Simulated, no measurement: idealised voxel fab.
Process module in this document: voxel gate over fins
For reference, the cross-section in this document is cut, with width 250 nm and square cells of 5 nm.
This document writes a cross-section as a grid whose cells are square, and gives it as bands, listed from the top down; one or more rows of cells form a band.
Top height, bottom height, nm. Materials left to right, width each, nm. Single material + "all across" = fills band edge to edge. "air" = empty.
Heads up on the height convention: 0 is the point under which the incoming wafer is all one material, and the lowest band has no bottom, it just keeps going down, like "0 and below".
The expression "30..40" gives the width at the extremes of the band, the first number at its top row of cells and the second at its bottom row, with the width changing by equal amounts from each row to the next in between.
"stayed the same", as given for a step, is the statement that not any cell of the cross-section underwent a change during that step.
For the entry "closed voids", the listed items are empty spaces with no open way to the top whose size is 8 cells or more; each item follows the pattern width x height at distance, where distance is from the left edge and all three are in nm.
Step line, after settings: the simulator's comment on this step.
overlay nm: right-of-plan distance of the mask on a masked step; negative values mean left-of-plan.
Set out below are the planned steps of the process:
1,RECEIVE | material Si
2,CONFORMAL_DEP | material SiN | thk nm 10
3,DIRECTIONAL_DEP | material aC | thk nm 15
4,PATTERN | tone cover | mask id FINS | material resist | width nm 15 | pitch nm 35 | thk nm 30 | overlay nm 0
5,DIRECTIONAL_ETCH | etch materials aC | depth nm 15
6,STRIP | etch materials resist
7,DIRECTIONAL_ETCH | etch materials SiN | depth nm 10
8,DIRECTIONAL_ETCH | etch materials Si | depth nm 40
9,STRIP | etch materials aC
10,FILL_DEP | material SiO2 | thk nm 15
11,CMP | height nm 10
12,SELECTIVE_ETCH | etch materials SiO2 | depth nm 25
13,STRIP | etch materials SiN
14,CONFORMAL_DEP | material HfO2 | thk nm 5
15,CONFORMAL_DEP | material TiN | thk nm 5
16,CONFORMAL_DEP | material TiAl | thk nm 5
17,CONFORMAL_DEP | material TiN | thk nm 5
18,FILL_DEP | material W | thk nm 15
19,CMP | height nm 30
20,CONFORMAL_DEP | material SiN | thk nm 5
First of two wafers - as planned:
Cross-section of the wafer at receipt, which is the condition after step 1:
- 0 and below  Si all across
- closed voids: none
After step 2, in cross-section:
- 10 down to 0  SiN all across
- All layers under 0 are left as they were.
After step 3, in cross-section:
- 25 down to 10  aC all across
- All layers under 10 are left as they were.
After step 4, in cross-section:
- 55 down to 25  100 nm air, then 15 nm resist, then 20 nm air, then 15 nm resist, then 100 nm air
- All layers under 25 are left as they were.
After step 5, in cross-section:
- 40 down to 25  100 nm air, then 15 nm resist, then 20 nm air, then 15 nm resist, then 100 nm air
- 25 down to 10  100 nm air, then 15 nm aC, then 20 nm air, then 15 nm aC, then 100 nm air
- All layers under 10 are left as they were.
After step 6, in cross-section:
- 25 down to 10  100 nm air, then 15 nm aC, then 20 nm air, then 15 nm aC, then 100 nm air
- All layers under 10 are left as they were.
After step 7, in cross-section:
- 25 down to 10  100 nm air, then 15 nm aC, then 20 nm air, then 15 nm aC, then 100 nm air
- 10 down to 0  100 nm air, then 15 nm SiN, then 20 nm air, then 15 nm SiN, then 100 nm air
- All layers under 0 are left as they were.
After step 8, in cross-section:
- 25 down to 10  100 nm air, then 15 nm aC, then 20 nm air, then 15 nm aC, then 100 nm air
- 10 down to 0  100 nm air, then 15 nm SiN, then 20 nm air, then 15 nm SiN, then 100 nm air
- 0 down to -40  100 nm air, then 15 nm Si, then 20 nm air, then 15 nm Si, then 100 nm air
- All layers under -40 are left as they were.
After step 9, in cross-section:
- 10 down to 0  100 nm air, then 15 nm SiN, then 20 nm air, then 15 nm SiN, then 100 nm air
- All layers under 0 are left as they were.
After step 10, in cross-section:
- 25 down to 10  SiO2 all across
- 10 down to 0  100 nm SiO2, then 15 nm SiN, then 20 nm SiO2, then 15 nm SiN, then 100 nm SiO2
- 0 down to -40  100 nm SiO2, then 15 nm Si, then 20 nm SiO2, then 15 nm Si, then 100 nm SiO2
- All layers under -40 are left as they were.
After step 11, in cross-section:
- 10 down to 0  100 nm SiO2, then 15 nm SiN, then 20 nm SiO2, then 15 nm SiN, then 100 nm SiO2
- All layers under 0 are left as they were.
After step 12, in cross-section:
- 10 down to 0  100 nm air, then 15 nm SiN, then 20 nm air, then 15 nm SiN, then 100 nm air
- 0 down to -15  100 nm air, then 15 nm Si, then 20 nm air, then 15 nm Si, then 100 nm air
- All layers under -15 are left as they were.
After step 13, in cross-section:
- 0 down to -15  100 nm air, then 15 nm Si, then 20 nm air, then 15 nm Si, then 100 nm air
- All layers under -15 are left as they were.
After step 14, in cross-section:
- 5 down to 0  95 nm air, then 25 nm HfO2, then 10 nm air, then 25 nm HfO2, then 95 nm air
- 0 down to -10  95 nm air, then 5 nm HfO2, then 15 nm Si, then 5 nm HfO2, then 10 nm air, then 5 nm HfO2, then 15 nm Si, then 5 nm HfO2, then 95 nm air
- -10 down to -15  100 nm HfO2, then 15 nm Si, then 20 nm HfO2, then 15 nm Si, then 100 nm HfO2
- All layers under -15 are left as they were.
After step 15, in cross-section:
- 10 down to 5  90 nm air, then 70 nm TiN, then 90 nm air
- 5 down to 0  90 nm air, then 5 nm TiN, then 25 nm HfO2, then 10 nm TiN, then 25 nm HfO2, then 5 nm TiN, then 90 nm air
- 0 down to -5  90 nm air, then 5 nm TiN, then 5 nm HfO2, then 15 nm Si, then 5 nm HfO2, then 10 nm TiN, then 5 nm HfO2, then 15 nm Si, then 5 nm HfO2, then 5 nm TiN, then 90 nm air
- -5 down to -10  95 nm TiN, then 5 nm HfO2, then 15 nm Si, then 5 nm HfO2, then 10 nm TiN, then 5 nm HfO2, then 15 nm Si, then 5 nm HfO2, then 95 nm TiN
- All layers under -10 are left as they were.
After step 16, in cross-section:
- 15 down to 10  85 nm air, then 80 nm TiAl, then 85 nm air
- 10 down to 5  85 nm air, then 5 nm TiAl, then 70 nm TiN, then 5 nm TiAl, then 85 nm air
- 5 down to 0  85 nm air, then 5 nm TiAl, then 5 nm TiN, then 25 nm HfO2, then 10 nm TiN, then 25 nm HfO2, then 5 nm TiN, then 5 nm TiAl, then 85 nm air
- 0 down to -5  90 nm TiAl, then 5 nm TiN, then 5 nm HfO2, then 15 nm Si, then 5 nm HfO2, then 10 nm TiN, then 5 nm HfO2, then 15 nm Si, then 5 nm HfO2, then 5 nm TiN, then 90 nm TiAl
- All layers under -5 are left as they were.
After step 17, in cross-section:
- 20 down to 15  80 nm air, then 90 nm TiN, then 80 nm air
- 15 down to 10  80 nm air, then 5 nm TiN, then 80 nm TiAl, then 5 nm TiN, then 80 nm air
- 10 down to 5  80 nm air, then 5 nm TiN, then 5 nm TiAl, then 70 nm TiN, then 5 nm TiAl, then 5 nm TiN, then 80 nm air
- 5 down to 0  85 nm TiN, then 5 nm TiAl, then 5 nm TiN, then 25 nm HfO2, then 10 nm TiN, then 25 nm HfO2, then 5 nm TiN, then 5 nm TiAl, then 85 nm TiN
- All layers under 0 are left as they were.
After step 18, in cross-section:
- 35 down to 20  W all across
- 20 down to 15  80 nm W, then 90 nm TiN, then 80 nm W
- 15 down to 10  80 nm W, then 5 nm TiN, then 80 nm TiAl, then 5 nm TiN, then 80 nm W
- 10 down to 5  80 nm W, then 5 nm TiN, then 5 nm TiAl, then 70 nm TiN, then 5 nm TiAl, then 5 nm TiN, then 80 nm W
- All layers under 5 are left as they were.
After step 19, in cross-section:
- 30 down to 20  W all across
- All layers under 20 are left as they were.
After step 20, in cross-section:
- 35 down to 30  SiN all across
- All layers under 30 are left as they were.
second wafer: like start, like plan, one mistake. Through step 3 it matches the first wafer:
Cross-section: second wafer, time at which step 4 was scheduled to end:
- 55 down to 25  90 nm air, then 15 nm resist, then 20 nm air, then 15 nm resist, then 110 nm air
- All layers under 25 are left as they were.
Cross-section: second wafer, time at which step 5 was scheduled to end:
- 40 down to 25  90 nm air, then 15 nm resist, then 20 nm air, then 15 nm resist, then 110 nm air
- 25 down to 10  90 nm air, then 15 nm aC, then 20 nm air, then 15 nm aC, then 110 nm air
- All layers under 10 are left as they were.
Cross-section: second wafer, time at which step 6 was scheduled to end:
- 25 down to 10  90 nm air, then 15 nm aC, then 20 nm air, then 15 nm aC, then 110 nm air
- All layers under 10 are left as they were.
Cross-section: second wafer, time at which step 7 was scheduled to end:
- 25 down to 10  90 nm air, then 15 nm aC, then 20 nm air, then 15 nm aC, then 110 nm air
- 10 down to 0  90 nm air, then 15 nm SiN, then 20 nm air, then 15 nm SiN, then 110 nm air
- All layers under 0 are left as they were.
Cross-section: second wafer, time at which step 8 was scheduled to end:
- 25 down to 10  90 nm air, then 15 nm aC, then 20 nm air, then 15 nm aC, then 110 nm air
- 10 down to 0  90 nm air, then 15 nm SiN, then 20 nm air, then 15 nm SiN, then 110 nm air
- 0 down to -40  90 nm air, then 15 nm Si, then 20 nm air, then 15 nm Si, then 110 nm air
- All layers under -40 are left as they were.
Cross-section: second wafer, time at which step 9 was scheduled to end:
- 10 down to 0  90 nm air, then 15 nm SiN, then 20 nm air, then 15 nm SiN, then 110 nm air
- All layers under 0 are left as they were.
Cross-section: second wafer, time at which step 10 was scheduled to end:
- 25 down to 10  SiO2 all across
- 10 down to 0  90 nm SiO2, then 15 nm SiN, then 20 nm SiO2, then 15 nm SiN, then 110 nm SiO2
- 0 down to -40  90 nm SiO2, then 15 nm Si, then 20 nm SiO2, then 15 nm Si, then 110 nm SiO2
- All layers under -40 are left as they were.
Cross-section: second wafer, time at which step 11 was scheduled to end:
- 10 down to 0  90 nm SiO2, then 15 nm SiN, then 20 nm SiO2, then 15 nm SiN, then 110 nm SiO2
- All layers under 0 are left as they were.
Cross-section: second wafer, time at which step 12 was scheduled to end:
- 10 down to 0  90 nm air, then 15 nm SiN, then 20 nm air, then 15 nm SiN, then 110 nm air
- 0 down to -15  90 nm air, then 15 nm Si, then 20 nm air, then 15 nm Si, then 110 nm air
- All layers under -15 are left as they were.
Cross-section: second wafer, time at which step 13 was scheduled to end:
- 0 down to -15  90 nm air, then 15 nm Si, then 20 nm air, then 15 nm Si, then 110 nm air
- All layers under -15 are left as they were.
Cross-section: second wafer, time at which step 14 was scheduled to end:
- 5 down to 0  85 nm air, then 25 nm HfO2, then 10 nm air, then 25 nm HfO2, then 105 nm air
- 0 down to -10  85 nm air, then 5 nm HfO2, then 15 nm Si, then 5 nm HfO2, then 10 nm air, then 5 nm HfO2, then 15 nm Si, then 5 nm HfO2, then 105 nm air
- -10 down to -15  90 nm HfO2, then 15 nm Si, then 20 nm HfO2, then 15 nm Si, then 110 nm HfO2
- All layers under -15 are left as they were.
Cross-section: second wafer, time at which step 15 was scheduled to end:
- 10 down to 5  80 nm air, then 70 nm TiN, then 100 nm air
- 5 down to 0  80 nm air, then 5 nm TiN, then 25 nm HfO2, then 10 nm TiN, then 25 nm HfO2, then 5 nm TiN, then 100 nm air
- 0 down to -5  80 nm air, then 5 nm TiN, then 5 nm HfO2, then 15 nm Si, then 5 nm HfO2, then 10 nm TiN, then 5 nm HfO2, then 15 nm Si, then 5 nm HfO2, then 5 nm TiN, then 100 nm air
- -5 down to -10  85 nm TiN, then 5 nm HfO2, then 15 nm Si, then 5 nm HfO2, then 10 nm TiN, then 5 nm HfO2, then 15 nm Si, then 5 nm HfO2, then 105 nm TiN
- All layers under -10 are left as they were.
Cross-section: second wafer, time at which step 16 was scheduled to end:
- 15 down to 10  75 nm air, then 80 nm TiAl, then 95 nm air
- 10 down to 5  75 nm air, then 5 nm TiAl, then 70 nm TiN, then 5 nm TiAl, then 95 nm air
- 5 down to 0  75 nm air, then 5 nm TiAl, then 5 nm TiN, then 25 nm HfO2, then 10 nm TiN, then 25 nm HfO2, then 5 nm TiN, then 5 nm TiAl, then 95 nm air
- 0 down to -5  80 nm TiAl, then 5 nm TiN, then 5 nm HfO2, then 15 nm Si, then 5 nm HfO2, then 10 nm TiN, then 5 nm HfO2, then 15 nm Si, then 5 nm HfO2, then 5 nm TiN, then 100 nm TiAl
- All layers under -5 are left as they were.
Cross-section: second wafer, time at which step 17 was scheduled to end:
- 20 down to 15  70 nm air, then 90 nm TiN, then 90 nm air
- 15 down to 10  70 nm air, then 5 nm TiN, then 80 nm TiAl, then 5 nm TiN, then 90 nm air
- 10 down to 5  70 nm air, then 5 nm TiN, then 5 nm TiAl, then 70 nm TiN, then 5 nm TiAl, then 5 nm TiN, then 90 nm air
- 5 down to 0  75 nm TiN, then 5 nm TiAl, then 5 nm TiN, then 25 nm HfO2, then 10 nm TiN, then 25 nm HfO2, then 5 nm TiN, then 5 nm TiAl, then 95 nm TiN
- All layers under 0 are left as they were.
Cross-section: second wafer, time at which step 18 was scheduled to end:
- 35 down to 20  W all across
- 20 down to 15  70 nm W, then 90 nm TiN, then 90 nm W
- 15 down to 10  70 nm W, then 5 nm TiN, then 80 nm TiAl, then 5 nm TiN, then 90 nm W
- 10 down to 5  70 nm W, then 5 nm TiN, then 5 nm TiAl, then 70 nm TiN, then 5 nm TiAl, then 5 nm TiN, then 90 nm W
- All layers under 5 are left as they were.
Cross-section: second wafer, time at which step 19 was scheduled to end:
- 30 down to 20  W all across
- All layers under 20 are left as they were.
Cross-section: second wafer, time at which step 20 was scheduled to end:
- 35 down to 30  SiN all across
- All layers under 30 are left as they were.
What was done differently from what was planned? off-plan run, step 4, actual operation and settings PATTERN | tone cover | mask id FINS | material resist | width nm 15 | pitch nm 35 | thk nm 30 | overlay nm -10
Both wafers, final: cells per material equal; arrangement not.
